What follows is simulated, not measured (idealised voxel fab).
This is a process module. Its name is voxel spacer lines.
For reference, the cross-section in this document is cut, with width 240 nm and square cells of 5 nm.
Reading order for cross-sections: top band down to bottom band. Underlying form: a grid of square cells. Band size: one or more rows of cells. Band: top height; bottom height; in nm. Then, left to right: material with width in nm, for each material. "everywhere": a single material spanning edge to edge. "blank": empty space. It should be noted that heights are counted from 0, beneath which the wafer as supplied is of one material throughout, and that the lowest band possesses no lower boundary but continues downward, as written in "z 0 and below". Graded width ("30 to 40"): value in top row of band = first number; value in bottom row = second number; row-to-row change constant. A step reported as "no modification" is a step in which no cell of the cross-section changed. What "Enclosed void entries" gives you is every empty space of 8 cells or more that is cut off from the top. Each appears as width x height at distance, with the distance taken from the left edge and width, height and distance all in nm. On a step's line, text after the settings is the simulator commenting on that step. overlay nm: step with mask; distance mask lay right of planned place; negative value = left of planned place.

## Here's what the planned process steps look like
1: RECEIVE: material Si
2: CONFORMAL_DEP: material Al2O3, thk nm 5
3: DIRECTIONAL_DEP: material SiN, thk nm 15
4: DIRECTIONAL_DEP: material aC, thk nm 30
5: PATTERN: tone cover, mask id MANDREL, material resist, width nm 15, pitch nm 60, thk nm 40, overlay nm 0
6: DIRECTIONAL_ETCH: etch materials aC, depth nm 30
7: STRIP: etch materials resist
8: CONFORMAL_DEP: material SiO2, thk nm 15
9: DIRECTIONAL_ETCH: etch materials SiO2, depth nm 15
10: STRIP: etch materials aC
11: DIRECTIONAL_ETCH: etch materials SiN, depth nm 15
12: STRIP: etch materials SiO2

## First of two wafers: run as planned

## Incoming wafer in cross-section (state: after step 1)
- z 0 and below | Si everywhere
- Enclosed void entries: none

## Upon completion of step 2, the wafer appears in cross-section as shown
- z 5 to 0 | Al2O3 everywhere
- Below 0 it's all the same as before, nothing changed down there.

## Upon completion of step 3, the wafer appears in cross-section as shown
- z 20 to 5 | SiN everywhere
- Below 5 it's all the same as before, nothing changed down there.

## Upon completion of step 4, the wafer appears in cross-section as shown
- z 50 to 20 | aC everywhere
- Below 20 it's all the same as before, nothing changed down there.

## Upon completion of step 5, the wafer appears in cross-section as shown
- z 90 to 50 | blank (50), resist (15), blank (45), resist (15), blank (45), resist (15), blank (55)
- Below 50 it's all the same as before, nothing changed down there.

## Upon completion of step 6, the wafer appears in cross-section as shown
- z 60 to 50 | blank (50), resist (15), blank (45), resist (15), blank (45), resist (15), blank (55)
- z 50 to 20 | blank (50), aC (15), blank (45), aC (15), blank (45), aC (15), blank (55)
- Below 20 it's all the same as before, nothing changed down there.

## Upon completion of step 7, the wafer appears in cross-section as shown
- z 50 to 20 | blank (50), aC (15), blank (45), aC (15), blank (45), aC (15), blank (55)
- Below 20 it's all the same as before, nothing changed down there.

## Upon completion of step 8, the wafer appears in cross-section as shown
- z 65 to 50 | blank (35), SiO2 (45), blank (15), SiO2 (45), blank (15), SiO2 (45), blank (40)
- z 50 to 35 | blank (35), SiO2 (15), aC (15), SiO2 (15), blank (15), SiO2 (15), aC (15), SiO2 (15), blank (15), SiO2 (15), aC (15), SiO2 (15), blank (40)
- z 35 to 20 | SiO2 (50), aC (15), SiO2 (45), aC (15), SiO2 (45), aC (15), SiO2 (55)
- Below 20 it's all the same as before, nothing changed down there.

## Upon completion of step 9, the wafer appears in cross-section as shown
- z 50 to 20 | blank (35), SiO2 (15), aC (15), SiO2 (15), blank (15), SiO2 (15), aC (15), SiO2 (15), blank (15), SiO2 (15), aC (15), SiO2 (15), blank (40)
- Below 20 it's all the same as before, nothing changed down there.

## Upon completion of step 10, the wafer appears in cross-section as shown
- z 50 to 20 | blank (35), SiO2 (15), blank (15), SiO2 (15), blank (15), SiO2 (15), blank (15), SiO2 (15), blank (15), SiO2 (15), blank (15), SiO2 (15), blank (40)
- Below 20 it's all the same as before, nothing changed down there.

## Upon completion of step 11, the wafer appears in cross-section as shown
- z 50 to 20 | blank (35), SiO2 (15), blank (15), SiO2 (15), blank (15), SiO2 (15), blank (15), SiO2 (15), blank (15), SiO2 (15), blank (15), SiO2 (15), blank (40)
- z 20 to 5 | blank (35), SiN (15), blank (15), SiN (15), blank (15), SiN (15), blank (15), SiN (15), blank (15), SiN (15), blank (15), SiN (15), blank (40)
- Below 5 it's all the same as before, nothing changed down there.

## Upon completion of step 12, the wafer appears in cross-section as shown
- z 20 to 5 | blank (35), SiN (15), blank (15), SiN (15), blank (15), SiN (15), blank (15), SiN (15), blank (15), SiN (15), blank (15), SiN (15), blank (40)
- Below 5 it's all the same as before, nothing changed down there.

## Second wafer, same starting conditions and recipe as the first, one mistake in executing it, nothing differs from the first up to and including step 9

## What the second wafer looks like in cross-section when step 10 should have wrapped up
- z 50 to 20 | blank (35), SiO2 (15), aC (15), SiO2 (15), blank (15), SiO2 (15), aC (15), SiO2 (15), blank (15), SiO2 (15), aC (15), SiO2 (15), blank (40)
- z 20 to 5 | blank (35), SiN (45), blank (15), SiN (45), blank (15), SiN (45), blank (40)
- Below 5 it's all the same as before, nothing changed down there.

## What the second wafer looks like in cross-section when step 11 should have wrapped up
- z 50 to 20 | blank (35), SiO2 (15), blank (15), SiO2 (15), blank (15), SiO2 (15), blank (15), SiO2 (15), blank (15), SiO2 (15), blank (15), SiO2 (15), blank (40)
- Below 20 it's all the same as before, nothing changed down there.

## What the second wafer looks like in cross-section when step 12 should have wrapped up
- z 20 to 5 | blank (35), SiN (45), blank (15), SiN (45), blank (15), SiN (45), blank (40)
- Below 5 it's all the same as before, nothing changed down there.
It is concluded that the wafer was processed incorrectly with respect to the plan, in that note: step 10 <-> step 11, run order reversed vs plan
Final cells, second wafer relative to first, materials higher or lower: SiN +27
